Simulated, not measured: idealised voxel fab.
Presented below is a process module, voxel capacitor over wiring.
Xsec cut, 270 nm wide, square cell size 5 nm.
Cross-sections here: square-cell grids, written as top-down lists of bands, a band being one or more rows of cells.
First you get the band's top height and its bottom height, in nm, and then the materials it's made of, left to right, with each width in nm. If you see a single material with "full width", that one covers the band edge to edge. "air" is empty space.
For the purposes of this specification, 0 denotes the height below which the wafer in its as-received condition is composed wholly of one material, and the lowermost band, lacking a lower limit, extends downward without end, as expressed in "0 and below".
The width entry "30->40" should be interpreted row by row: the top row of cells in the band takes the first number, the bottom row takes the second number, and the change between adjacent rows is uniform throughout.
Where the words "left unchanged" appear for a step, the cross-section shows no cell changed by that step; every cell remained as before.
Empty spaces without an open route to the top, at least 8 cells in extent, make up the entry "Enclosed cavities"; each is given as width x height at distance, where the distance is measured from the left edge, and all are in nm.
after a step's settings: what the simulator itself notes on the step
"overlay nm" answers the question of how far to the right of plan the mask lay on a step that has a mask, and when it is negative the answer is to the left.

plan:
1: RECEIVE, material Si
2: CONFORMAL_DEP, material SiO2, thk nm 15
3: DIRECTIONAL_DEP, material TiN, thk nm 5
4: DIRECTIONAL_DEP, material Ru, thk nm 25
5: DIRECTIONAL_DEP, material aC, thk nm 15
6: PATTERN, tone cover, mask id METAL_1, material resist, width nm 20, pitch nm 85, thk nm 35, overlay nm 0
7: DIRECTIONAL_ETCH, etch materials aC, depth nm 15
8: STRIP, etch materials resist
9: DIRECTIONAL_ETCH, etch materials Ru, depth nm 25
10: DIRECTIONAL_ETCH, etch materials TiN, depth nm 5
11: STRIP, etch materials aC
12: CONFORMAL_DEP, material SiCN, thk nm 5
13: FILL_DEP, material lowk, thk nm 5
14: CMP, height nm 45
15: CONFORMAL_DEP, material SiCN, thk nm 5
16: DIRECTIONAL_DEP, material SiO2, thk nm 15
17: DIRECTIONAL_DEP, material aC, thk nm 10
18: PATTERN, tone open, mask id PLUG_1, material resist, width nm 15, thk nm 25, overlay nm 0
19: DIRECTIONAL_ETCH, etch materials aC, depth nm 10
20: STRIP, etch materials resist
21: DIRECTIONAL_ETCH, etch materials SiO2, depth nm 15
22: DIRECTIONAL_ETCH, etch materials SiCN, depth nm 5
23: STRIP, etch materials aC
24: CONFORMAL_DEP, material TiN, thk nm 5
25: FILL_DEP, material Ru, thk nm 10
26: CMP, height nm 65
27: DIRECTIONAL_DEP, material TiN, thk nm 5
28: DIRECTIONAL_DEP, material SiN, thk nm 5
29: DIRECTIONAL_DEP, material TiN, thk nm 5
30: MASKED_ETCH, tone cover, mask id UPPER_PLATE, width nm 70, etch materials TiN, depth nm 5, overlay nm 0
31: MASKED_ETCH, tone cover, mask id UPPER_PLATE, width nm 70, etch materials SiN, depth nm 5, overlay nm 0
32: PATTERN, tone cover, mask id LOWER_PLATE, material resist, width nm 80, thk nm 15, overlay nm 0
33: DIRECTIONAL_ETCH, etch materials TiN, depth nm 5
34: STRIP, etch materials resist
35: FILL_DEP, material SiO2, thk nm 20
36: CMP, height nm 95
37: MASKED_ETCH, tone open, mask id PLUG_2, width nm 15, etch materials SiO2, depth nm 15, overlay nm 0
38: CONFORMAL_DEP, material TiN, thk nm 5
39: FILL_DEP, material Ru, thk nm 5
40: CMP, height nm 95
41: CONFORMAL_DEP, material SiN, thk nm 5

On the first of the two wafers: run conducted according to plan:

Wafer at receipt (post step 1), cross-section:
> 0 and below = Si full width
> Enclosed cavities: none

Sectional view: wafer, after step 2:
> 15 down to 0 = SiO2 full width
> All layers under 0 are left as they were.

Sectional view: wafer, after step 3:
> 20 down to 15 = TiN full width
> All layers under 15 are left as they were.

Sectional view: wafer, after step 4:
> 45 down to 20 = Ru full width
> All layers under 20 are left as they were.

Sectional view: wafer, after step 5:
> 60 down to 45 = aC full width
> All layers under 45 are left as they were.

Sectional view: wafer, after step 6:
> 95 down to 60 = air 80 nm  resist 20 nm  air 65 nm  resist 20 nm  air 85 nm
> All layers under 60 are left as they were.

Sectional view: wafer, after step 7:
> 80 down to 60 = air 80 nm  resist 20 nm  air 65 nm  resist 20 nm  air 85 nm
> 60 down to 45 = air 80 nm  aC 20 nm  air 65 nm  aC 20 nm  air 85 nm
> All layers under 45 are left as they were.

Sectional view: wafer, after step 8:
> 60 down to 45 = air 80 nm  aC 20 nm  air 65 nm  aC 20 nm  air 85 nm
> All layers under 45 are left as they were.

Sectional view: wafer, after step 9:
> 60 down to 45 = air 80 nm  aC 20 nm  air 65 nm  aC 20 nm  air 85 nm
> 45 down to 20 = air 80 nm  Ru 20 nm  air 65 nm  Ru 20 nm  air 85 nm
> All layers under 20 are left as they were.

Sectional view: wafer, after step 10:
> 60 down to 45 = air 80 nm  aC 20 nm  air 65 nm  aC 20 nm  air 85 nm
> 45 down to 20 = air 80 nm  Ru 20 nm  air 65 nm  Ru 20 nm  air 85 nm
> 20 down to 15 = air 80 nm  TiN 20 nm  air 65 nm  TiN 20 nm  air 85 nm
> All layers under 15 are left as they were.

Sectional view: wafer, after step 11:
> 45 down to 20 = air 80 nm  Ru 20 nm  air 65 nm  Ru 20 nm  air 85 nm
> All layers under 20 are left as they were.

Sectional view: wafer, after step 12:
> 50 down to 45 = air 75 nm  SiCN 30 nm  air 55 nm  SiCN 30 nm  air 80 nm
> 45 down to 20 = air 75 nm  SiCN 5 nm  Ru 20 nm  SiCN 5 nm  air 55 nm  SiCN 5 nm  Ru 20 nm  SiCN 5 nm  air 80 nm
> 20 down to 15 = SiCN 80 nm  TiN 20 nm  SiCN 65 nm  TiN 20 nm  SiCN 85 nm
> All layers under 15 are left as they were.

Sectional view: wafer, after step 13:
> 55 down to 50 = lowk full width
> 50 down to 45 = lowk 75 nm  SiCN 30 nm  lowk 55 nm  SiCN 30 nm  lowk 80 nm
> 45 down to 20 = lowk 75 nm  SiCN 5 nm  Ru 20 nm  SiCN 5 nm  lowk 55 nm  SiCN 5 nm  Ru 20 nm  SiCN 5 nm  lowk 80 nm
> All layers under 20 are left as they were.

Sectional view: wafer, after step 14:
> 45 down to 20 = lowk 75 nm  SiCN 5 nm  Ru 20 nm  SiCN 5 nm  lowk 55 nm  SiCN 5 nm  Ru 20 nm  SiCN 5 nm  lowk 80 nm
> All layers under 20 are left as they were.

Sectional view: wafer, after step 15:
> 50 down to 45 = SiCN full width
> All layers under 45 are left as they were.

Sectional view: wafer, after step 16:
> 65 down to 50 = SiO2 full width
> All layers under 50 are left as they were.

Sectional view: wafer, after step 17:
> 75 down to 65 = aC full width
> All layers under 65 are left as they were.

Sectional view: wafer, after step 18:
> 100 down to 75 = resist 85 nm  air 15 nm  resist 170 nm
> All layers under 75 are left as they were.

Sectional view: wafer, after step 19:
> 90 down to 75 = resist 85 nm  air 15 nm  resist 170 nm
> 75 down to 65 = aC 85 nm  air 15 nm  aC 170 nm
> All layers under 65 are left as they were.

Sectional view: wafer, after step 20:
> 75 down to 65 = aC 85 nm  air 15 nm  aC 170 nm
> All layers under 65 are left as they were.

Sectional view: wafer, after step 21:
> 75 down to 65 = aC 85 nm  air 15 nm  aC 170 nm
> 65 down to 50 = SiO2 85 nm  air 15 nm  SiO2 170 nm
> All layers under 50 are left as they were.

Sectional view: wafer, after step 22:
> 75 down to 65 = aC 85 nm  air 15 nm  aC 170 nm
> 65 down to 50 = SiO2 85 nm  air 15 nm  SiO2 170 nm
> 50 down to 45 = SiCN 85 nm  air 15 nm  SiCN 170 nm
> All layers under 45 are left as they were.

Sectional view: wafer, after step 23:
> 65 down to 50 = SiO2 85 nm  air 15 nm  SiO2 170 nm
> All layers under 50 are left as they were.

Sectional view: wafer, after step 24:
> 70 down to 65 = TiN 90 nm  air 5 nm  TiN 175 nm
> 65 down to 50 = SiO2 85 nm  TiN 5 nm  air 5 nm  TiN 5 nm  SiO2 170 nm
> 50 down to 45 = SiCN 85 nm  TiN 15 nm  SiCN 170 nm
> All layers under 45 are left as they were.

Sectional view: wafer, after step 25:
> 80 down to 70 = Ru full width
> 70 down to 65 = TiN 90 nm  Ru 5 nm  TiN 175 nm
> 65 down to 50 = SiO2 85 nm  TiN 5 nm  Ru 5 nm  TiN 5 nm  SiO2 170 nm
> All layers under 50 are left as they were.

Sectional view: wafer, after step 26:
> 65 down to 50 = SiO2 85 nm  TiN 5 nm  Ru 5 nm  TiN 5 nm  SiO2 170 nm
> All layers under 50 are left as they were.

Sectional view: wafer, after step 27:
> 70 down to 65 = TiN full width
> All layers under 65 are left as they were.

Sectional view: wafer, after step 28:
> 75 down to 70 = SiN full width
> All layers under 70 are left as they were.

Sectional view: wafer, after step 29:
> 80 down to 75 = TiN full width
> All layers under 75 are left as they were.

Sectional view: wafer, after step 30:
> 80 down to 75 = air 85 nm  TiN 70 nm  air 115 nm
> All layers under 75 are left as they were.

Sectional view: wafer, after step 31:
> 80 down to 75 = air 85 nm  TiN 70 nm  air 115 nm
> 75 down to 70 = air 85 nm  SiN 70 nm  air 115 nm
> All layers under 70 are left as they were.

Sectional view: wafer, after step 32:
> 95 down to 80 = air 80 nm  resist 80 nm  air 110 nm
> 80 down to 75 = air 80 nm  resist 5 nm  TiN 70 nm  resist 5 nm  air 110 nm
> 75 down to 70 = air 80 nm  resist 5 nm  SiN 70 nm  resist 5 nm  air 110 nm
> All layers under 70 are left as they were.

Sectional view: wafer, after step 33:
> 95 down to 80 = air 80 nm  resist 80 nm  air 110 nm
> 80 down to 75 = air 80 nm  resist 5 nm  TiN 70 nm  resist 5 nm  air 110 nm
> 75 down to 70 = air 80 nm  resist 5 nm  SiN 70 nm  resist 5 nm  air 110 nm
> 70 down to 65 = air 80 nm  TiN 80 nm  air 110 nm
> All layers under 65 are left as they were.

Sectional view: wafer, after step 34:
> 80 down to 75 = air 85 nm  TiN 70 nm  air 115 nm
> 75 down to 70 = air 85 nm  SiN 70 nm  air 115 nm
> All layers under 70 are left as they were.

Sectional view: wafer, after step 35:
> 100 down to 80 = SiO2 full width
> 80 down to 75 = SiO2 85 nm  TiN 70 nm  SiO2 115 nm
> 75 down to 70 = SiO2 85 nm  SiN 70 nm  SiO2 115 nm
> 70 down to 65 = SiO2 80 nm  TiN 80 nm  SiO2 110 nm
> All layers under 65 are left as they were.

Sectional view: wafer, after step 36:
> 95 down to 80 = SiO2 full width
> All layers under 80 are left as they were.

Sectional view: wafer, after step 37:
> 95 down to 80 = SiO2 95 nm  air 15 nm  SiO2 160 nm
> All layers under 80 are left as they were.

Sectional view: wafer, after step 38:
> 100 down to 95 = TiN 100 nm  air 5 nm  TiN 165 nm
> 95 down to 85 = SiO2 95 nm  TiN 5 nm  air 5 nm  TiN 5 nm  SiO2 160 nm
> 85 down to 75 = SiO2 95->85 nm  TiN 15->70 nm  SiO2 160->115 nm
> All layers under 75 are left as they were.

Sectional view: wafer, after step 39:
> 105 down to 100 = Ru full width
> 100 down to 95 = TiN 100 nm  Ru 5 nm  TiN 165 nm
> 95 down to 85 = SiO2 95 nm  TiN 5 nm  Ru 5 nm  TiN 5 nm  SiO2 160 nm
> All layers under 85 are left as they were.

Sectional view: wafer, after step 40:
> 95 down to 85 = SiO2 95 nm  TiN 5 nm  Ru 5 nm  TiN 5 nm  SiO2 160 nm
> All layers under 85 are left as they were.

Sectional view: wafer, after step 41:
> 100 down to 95 = SiN full width
> All layers under 95 are left as they were.

Second wafer - shared start and plan with the first - one error in running - same as the first up to step 17 inclusive:

Look at the second wafer in cross-section at the time step 18 ought to have finished:
> 100 down to 75 = resist 80 nm  air 25 nm  resist 165 nm
> All layers under 75 are left as they were.

Look at the second wafer in cross-section at the time step 19 ought to have finished:
> 90 down to 75 = resist 80 nm  air 25 nm  resist 165 nm
> 75 down to 65 = aC 80 nm  air 25 nm  aC 165 nm
> All layers under 65 are left as they were.

Look at the second wafer in cross-section at the time step 20 ought to have finished:
> 75 down to 65 = aC 80 nm  air 25 nm  aC 165 nm
> All layers under 65 are left as they were.

Look at the second wafer in cross-section at the time step 21 ought to have finished:
> 75 down to 65 = aC 80 nm  air 25 nm  aC 165 nm
> 65 down to 50 = SiO2 80 nm  air 25 nm  SiO2 165 nm
> All layers under 50 are left as they were.

Look at the second wafer in cross-section at the time step 22 ought to have finished:
> 75 down to 65 = aC 80 nm  air 25 nm  aC 165 nm
> 65 down to 50 = SiO2 80 nm  air 25 nm  SiO2 165 nm
> 50 down to 45 = SiCN 80 nm  air 25 nm  SiCN 165 nm
> All layers under 45 are left as they were.

Look at the second wafer in cross-section at the time step 23 ought to have finished:
> 65 down to 50 = SiO2 80 nm  air 25 nm  SiO2 165 nm
> All layers under 50 are left as they were.

Look at the second wafer in cross-section at the time step 24 ought to have finished:
> 70 down to 65 = TiN 85 nm  air 15 nm  TiN 170 nm
> 65 down to 50 = SiO2 80 nm  TiN 5 nm  air 15 nm  TiN 5 nm  SiO2 165 nm
> 50 down to 45 = SiCN 80 nm  TiN 25 nm  SiCN 165 nm
> All layers under 45 are left as they were.

Look at the second wafer in cross-section at the time step 25 ought to have finished:
> 80 down to 70 = Ru full width
> 70 down to 65 = TiN 85 nm  Ru 15 nm  TiN 170 nm
> 65 down to 50 = SiO2 80 nm  TiN 5 nm  Ru 15 nm  TiN 5 nm  SiO2 165 nm
> All layers under 50 are left as they were.

Look at the second wafer in cross-section at the time step 26 ought to have finished:
> 65 down to 50 = SiO2 80 nm  TiN 5 nm  Ru 15 nm  TiN 5 nm  SiO2 165 nm
> All layers under 50 are left as they were.

Look at the second wafer in cross-section at the time step 27 ought to have finished:
> 70 down to 65 = TiN full width
> All layers under 65 are left as they were.

Look at the second wafer in cross-section at the time step 28 ought to have finished:
> 75 down to 70 = SiN full width
> All layers under 70 are left as they were.

Look at the second wafer in cross-section at the time step 29 ought to have finished:
> 80 down to 75 = TiN full width
> All layers under 75 are left as they were.

Look at the second wafer in cross-section at the time step 30 ought to have finished:
> 80 down to 75 = air 85 nm  TiN 70 nm  air 115 nm
> All layers under 75 are left as they were.

Look at the second wafer in cross-section at the time step 31 ought to have finished:
> 80 down to 75 = air 85 nm  TiN 70 nm  air 115 nm
> 75 down to 70 = air 85 nm  SiN 70 nm  air 115 nm
> All layers under 70 are left as they were.

Look at the second wafer in cross-section at the time step 32 ought to have finished:
> 95 down to 80 = air 80 nm  resist 80 nm  air 110 nm
> 80 down to 75 = air 80 nm  resist 5 nm  TiN 70 nm  resist 5 nm  air 110 nm
> 75 down to 70 = air 80 nm  resist 5 nm  SiN 70 nm  resist 5 nm  air 110 nm
> All layers under 70 are left as they were.

Look at the second wafer in cross-section at the time step 33 ought to have finished:
> 95 down to 80 = air 80 nm  resist 80 nm  air 110 nm
> 80 down to 75 = air 80 nm  resist 5 nm  TiN 70 nm  resist 5 nm  air 110 nm
> 75 down to 70 = air 80 nm  resist 5 nm  SiN 70 nm  resist 5 nm  air 110 nm
> 70 down to 65 = air 80 nm  TiN 80 nm  air 110 nm
> All layers under 65 are left as they were.

Look at the second wafer in cross-section at the time step 34 ought to have finished:
> 80 down to 75 = air 85 nm  TiN 70 nm  air 115 nm
> 75 down to 70 = air 85 nm  SiN 70 nm  air 115 nm
> All layers under 70 are left as they were.

Look at the second wafer in cross-section at the time step 35 ought to have finished:
> 100 down to 80 = SiO2 full width
> 80 down to 75 = SiO2 85 nm  TiN 70 nm  SiO2 115 nm
> 75 down to 70 = SiO2 85 nm  SiN 70 nm  SiO2 115 nm
> 70 down to 65 = SiO2 80 nm  TiN 80 nm  SiO2 110 nm
> All layers under 65 are left as they were.

Look at the second wafer in cross-section at the time step 36 ought to have finished:
> 95 down to 80 = SiO2 full width
> All layers under 80 are left as they were.

Look at the second wafer in cross-section at the time step 37 ought to have finished:
> 95 down to 80 = SiO2 95 nm  air 15 nm  SiO2 160 nm
> All layers under 80 are left as they were.

Look at the second wafer in cross-section at the time step 38 ought to have finished:
> 100 down to 95 = TiN 100 nm  air 5 nm  TiN 165 nm
> 95 down to 85 = SiO2 95 nm  TiN 5 nm  air 5 nm  TiN 5 nm  SiO2 160 nm
> 85 down to 75 = SiO2 95->85 nm  TiN 15->70 nm  SiO2 160->115 nm
> All layers under 75 are left as they were.

Look at the second wafer in cross-section at the time step 39 ought to have finished:
> 105 down to 100 = Ru full width
> 100 down to 95 = TiN 100 nm  Ru 5 nm  TiN 165 nm
> 95 down to 85 = SiO2 95 nm  TiN 5 nm  Ru 5 nm  TiN 5 nm  SiO2 160 nm
> All layers under 85 are left as they were.

Look at the second wafer in cross-section at the time step 40 ought to have finished:
> 95 down to 85 = SiO2 95 nm  TiN 5 nm  Ru 5 nm  TiN 5 nm  SiO2 160 nm
> All layers under 85 are left as they were.

Look at the second wafer in cross-section at the time step 41 ought to have finished:
> 100 down to 95 = SiN full width
> All layers under 95 are left as they were.
What went wrong in running the wafer? step 18 did not use the planned setting and instead ran as PATTERN, tone open, mask id PLUG_1, material resist, width nm 25, thk nm 25, overlay nm 0
Heads up, by the end the second wafer has more or fewer cells of some materials compared to the first: +6 Ru, -2 SiCN, -6 SiO2, +2 TiN
